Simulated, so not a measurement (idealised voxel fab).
Herein follows the process module entitled voxel self aligned vias.
Section cut is 225 nm wide and gridded with 5 nm square cells.
Notation: cross-section as square-cell grid; stated in bands, top first, going down; one or more cell rows per band. In this notation a band is specified by the heights of its top and bottom, in that order and in nm, after which its materials appear from left to right, each paired with its width in nm. The word "everywhere" attached to a single material means that material fills the band from edge to edge; the word "blank" stands for empty space. Convention: height 0 is the level below which the wafer, as received, is all one material. The lowest band does not terminate at the bottom but continues downward, represented as "0 -> down". When a width is written as two numbers, as in "30..40", the first number is the width in the top row of cells of the band and the second is the width in its bottom row, and the width changes by the same amount from each row to the next. Given "no change occurred" for a step, no cell of the cross-section differs between before and after that step. Any empty space of 8 cells or more lacking an open way to the top shows up in "Closed cavity list" as width x height at distance, distance from the left edge, in nm. The remark found on a step's line after its settings is issued by the simulator itself and pertains to that step. overlay nm: how far to the right of its planned place the mask lay on this masked step (negative: to the left).
List of planned process steps:
step 1: RECEIVE: material Si
step 2: CONFORMAL_DEP: material SiO2, thk nm 10
step 3: CONFORMAL_DEP: material SiCN, thk nm 5
step 4: DIRECTIONAL_DEP: material lowk, thk nm 20
step 5: PATTERN: tone open, mask id LINES, material resist, width nm 20, pitch nm 60, thk nm 15, overlay nm 0
step 6: DIRECTIONAL_ETCH: etch materials lowk, depth nm 20
step 7: STRIP: etch materials resist
step 8: CONFORMAL_DEP: material TiN, thk nm 5
step 9: FILL_DEP: material W, thk nm 5
step 10: CMP: height nm 35
step 11: SELECTIVE_ETCH: etch materials W Ru TiN, depth nm 5
step 12: FILL_DEP: material SiN, thk nm 10
step 13: CMP: height nm 35
step 14: DIRECTIONAL_DEP: material lowk, thk nm 15
step 15: DIRECTIONAL_DEP: material aC, thk nm 15
step 16: PATTERN: tone open, mask id VIAS, material resist, width nm 40, pitch nm 60, thk nm 30, overlay nm 0
step 17: DIRECTIONAL_ETCH: etch materials aC, depth nm 15
step 18: STRIP: etch materials resist
step 19: DIRECTIONAL_ETCH: etch materials lowk, depth nm 15
step 20: DIRECTIONAL_ETCH: etch materials SiN, depth nm 5
step 21: STRIP: etch materials aC
step 22: CONFORMAL_DEP: material TiN, thk nm 5
step 23: FILL_DEP: material Cu, thk nm 5
step 24: CMP: height nm 50
step 25: CONFORMAL_DEP: material SiN, thk nm 5
First of two wafers: run as planned:
Step 1 complete: cross-section of the wafer as received:
- 0 -> down: Si everywhere
- Closed cavity list: none
The following cross-section depicts the wafer upon completion of step 2:
- 10 -> 0: SiO2 everywhere
- All layers under 0 are left as they were.
The following cross-section depicts the wafer upon completion of step 3:
- 15 -> 10: SiCN everywhere
- All layers under 10 are left as they were.
The following cross-section depicts the wafer upon completion of step 4:
- 35 -> 15: lowk everywhere
- All layers under 15 are left as they were.
The following cross-section depicts the wafer upon completion of step 5:
- 50 -> 35: 70 nm resist | 20 nm blank | 40 nm resist | 20 nm blank | 75 nm resist
- All layers under 35 are left as they were.
The following cross-section depicts the wafer upon completion of step 6:
- 50 -> 35: 70 nm resist | 20 nm blank | 40 nm resist | 20 nm blank | 75 nm resist
- 35 -> 15: 70 nm lowk | 20 nm blank | 40 nm lowk | 20 nm blank | 75 nm lowk
- All layers under 15 are left as they were.
The following cross-section depicts the wafer upon completion of step 7:
- 35 -> 15: 70 nm lowk | 20 nm blank | 40 nm lowk | 20 nm blank | 75 nm lowk
- All layers under 15 are left as they were.
The following cross-section depicts the wafer upon completion of step 8:
- 40 -> 35: 75 nm TiN | 10 nm blank | 50 nm TiN | 10 nm blank | 80 nm TiN
- 35 -> 20: 70 nm lowk | 5 nm TiN | 10 nm blank | 5 nm TiN | 40 nm lowk | 5 nm TiN | 10 nm blank | 5 nm TiN | 75 nm lowk
- 20 -> 15: 70 nm lowk | 20 nm TiN | 40 nm lowk | 20 nm TiN | 75 nm lowk
- All layers under 15 are left as they were.
The following cross-section depicts the wafer upon completion of step 9:
- 45 -> 40: W everywhere
- 40 -> 35: 75 nm TiN | 10 nm W | 50 nm TiN | 10 nm W | 80 nm TiN
- 35 -> 20: 70 nm lowk | 5 nm TiN | 10 nm W | 5 nm TiN | 40 nm lowk | 5 nm TiN | 10 nm W | 5 nm TiN | 75 nm lowk
- All layers under 20 are left as they were.
The following cross-section depicts the wafer upon completion of step 10:
- 35 -> 20: 70 nm lowk | 5 nm TiN | 10 nm W | 5 nm TiN | 40 nm lowk | 5 nm TiN | 10 nm W | 5 nm TiN | 75 nm lowk
- All layers under 20 are left as they were.
The following cross-section depicts the wafer upon completion of step 11:
- 35 -> 30: 70 nm lowk | 20 nm blank | 40 nm lowk | 20 nm blank | 75 nm lowk
- All layers under 30 are left as they were.
The following cross-section depicts the wafer upon completion of step 12:
- 45 -> 35: SiN everywhere
- 35 -> 30: 70 nm lowk | 20 nm SiN | 40 nm lowk | 20 nm SiN | 75 nm lowk
- All layers under 30 are left as they were.
The following cross-section depicts the wafer upon completion of step 13:
- 35 -> 30: 70 nm lowk | 20 nm SiN | 40 nm lowk | 20 nm SiN | 75 nm lowk
- All layers under 30 are left as they were.
The following cross-section depicts the wafer upon completion of step 14:
- 50 -> 35: lowk everywhere
- All layers under 35 are left as they were.
The following cross-section depicts the wafer upon completion of step 15:
- 65 -> 50: aC everywhere
- All layers under 50 are left as they were.
The following cross-section depicts the wafer upon completion of step 16:
- 95 -> 65: 60 nm resist | 40 nm blank | 20 nm resist | 40 nm blank | 65 nm resist
- All layers under 65 are left as they were.
The following cross-section depicts the wafer upon completion of step 17:
- 80 -> 65: 60 nm resist | 40 nm blank | 20 nm resist | 40 nm blank | 65 nm resist
- 65 -> 50: 60 nm aC | 40 nm blank | 20 nm aC | 40 nm blank | 65 nm aC
- All layers under 50 are left as they were.
The following cross-section depicts the wafer upon completion of step 18:
- 65 -> 50: 60 nm aC | 40 nm blank | 20 nm aC | 40 nm blank | 65 nm aC
- All layers under 50 are left as they were.
The following cross-section depicts the wafer upon completion of step 19:
- 65 -> 50: 60 nm aC | 40 nm blank | 20 nm aC | 40 nm blank | 65 nm aC
- 50 -> 35: 60 nm lowk | 40 nm blank | 20 nm lowk | 40 nm blank | 65 nm lowk
- All layers under 35 are left as they were.
The following cross-section depicts the wafer upon completion of step 20:
- 65 -> 50: 60 nm aC | 40 nm blank | 20 nm aC | 40 nm blank | 65 nm aC
- 50 -> 35: 60 nm lowk | 40 nm blank | 20 nm lowk | 40 nm blank | 65 nm lowk
- 35 -> 30: 70 nm lowk | 20 nm blank | 40 nm lowk | 20 nm blank | 75 nm lowk
- All layers under 30 are left as they were.
The following cross-section depicts the wafer upon completion of step 21:
- 50 -> 35: 60 nm lowk | 40 nm blank | 20 nm lowk | 40 nm blank | 65 nm lowk
- All layers under 35 are left as they were.
The following cross-section depicts the wafer upon completion of step 22:
- 55 -> 50: 65 nm TiN | 30 nm blank | 30 nm TiN | 30 nm blank | 70 nm TiN
- 50 -> 40: 60 nm lowk | 5 nm TiN | 30 nm blank | 5 nm TiN | 20 nm lowk | 5 nm TiN | 30 nm blank | 5 nm TiN | 65 nm lowk
- 40 -> 35: 60 nm lowk | 15 nm TiN | 10 nm blank | 15 nm TiN | 20 nm lowk | 15 nm TiN | 10 nm blank | 15 nm TiN | 65 nm lowk
- 35 -> 30: 70 nm lowk | 20 nm TiN | 40 nm lowk | 20 nm TiN | 75 nm lowk
- All layers under 30 are left as they were.
The following cross-section depicts the wafer upon completion of step 23:
- 60 -> 55: Cu everywhere
- 55 -> 50: 65 nm TiN | 30 nm Cu | 30 nm TiN | 30 nm Cu | 70 nm TiN
- 50 -> 40: 60 nm lowk | 5 nm TiN | 30 nm Cu | 5 nm TiN | 20 nm lowk | 5 nm TiN | 30 nm Cu | 5 nm TiN | 65 nm lowk
- 40 -> 35: 60 nm lowk | 15 nm TiN | 10 nm Cu | 15 nm TiN | 20 nm lowk | 15 nm TiN | 10 nm Cu | 15 nm TiN | 65 nm lowk
- All layers under 35 are left as they were.
The following cross-section depicts the wafer upon completion of step 24:
- 50 -> 40: 60 nm lowk | 5 nm TiN | 30 nm Cu | 5 nm TiN | 20 nm lowk | 5 nm TiN | 30 nm Cu | 5 nm TiN | 65 nm lowk
- All layers under 40 are left as they were.
The following cross-section depicts the wafer upon completion of step 25:
- 55 -> 50: SiN everywhere
- All layers under 50 are left as they were.
The remaining wafer, second of the two, started like the first and was run to the same plan, except that one mistake was made along the way; the two coincide through step 18, inclusive:
Cross-section of the second wafer at the time by which step 19 should have been completed according to the plan:
- 65 -> 50: 60 nm aC | 40 nm blank | 20 nm aC | 40 nm blank | 65 nm aC
- 50 -> 35: 60 nm lowk | 40 nm blank | 20 nm lowk | 40 nm blank | 65 nm lowk
- 35 -> 30: 60 nm lowk | 10 nm blank | 20 nm SiN | 10 nm blank | 20 nm lowk | 10 nm blank | 20 nm SiN | 10 nm blank | 65 nm lowk
- 30 -> 20: 60 nm lowk | 10 nm blank | 5 nm TiN | 10 nm W | 5 nm TiN | 10 nm blank | 20 nm lowk | 10 nm blank | 5 nm TiN | 10 nm W | 5 nm TiN | 10 nm blank | 65 nm lowk
- All layers under 20 are left as they were.
Cross-section of the second wafer at the time by which step 20 should have been completed according to the plan:
- 65 -> 50: 60 nm aC | 40 nm blank | 20 nm aC | 40 nm blank | 65 nm aC
- 50 -> 30: 60 nm lowk | 40 nm blank | 20 nm lowk | 40 nm blank | 65 nm lowk
- All layers under 30 are left as they were.
Cross-section of the second wafer at the time by which step 21 should have been completed according to the plan:
- 50 -> 30: 60 nm lowk | 40 nm blank | 20 nm lowk | 40 nm blank | 65 nm lowk
- All layers under 30 are left as they were.
Cross-section of the second wafer at the time by which step 22 should have been completed according to the plan:
- 55 -> 50: 65 nm TiN | 30 nm blank | 30 nm TiN | 30 nm blank | 70 nm TiN
- 50 -> 35: 60 nm lowk | 5 nm TiN | 30 nm blank | 5 nm TiN | 20 nm lowk | 5 nm TiN | 30 nm blank | 5 nm TiN | 65 nm lowk
- 35 -> 30: 60 nm lowk | 40 nm TiN | 20 nm lowk | 40 nm TiN | 65 nm lowk
- 30 -> 20: 60 nm lowk | 15 nm TiN | 10 nm W | 15 nm TiN | 20 nm lowk | 15 nm TiN | 10 nm W | 15 nm TiN | 65 nm lowk
- All layers under 20 are left as they were.
Cross-section of the second wafer at the time by which step 23 should have been completed according to the plan:
- 60 -> 55: Cu everywhere
- 55 -> 50: 65 nm TiN | 30 nm Cu | 30 nm TiN | 30 nm Cu | 70 nm TiN
- 50 -> 35: 60 nm lowk | 5 nm TiN | 30 nm Cu | 5 nm TiN | 20 nm lowk | 5 nm TiN | 30 nm Cu | 5 nm TiN | 65 nm lowk
- All layers under 35 are left as they were.
Cross-section of the second wafer at the time by which step 24 should have been completed according to the plan:
- 50 -> 35: 60 nm lowk | 5 nm TiN | 30 nm Cu | 5 nm TiN | 20 nm lowk | 5 nm TiN | 30 nm Cu | 5 nm TiN | 65 nm lowk
- All layers under 35 are left as they were.
Cross-section of the second wafer at the time by which step 25 should have been completed according to the plan:
- 55 -> 50: SiN everywhere
- All layers under 50 are left as they were.
What was the processing mistake? plan step 19 ran twice
FYI, end of process, the second wafer has more or fewer cells of some materials than the first: Cu +8, TiN +16, lowk -24
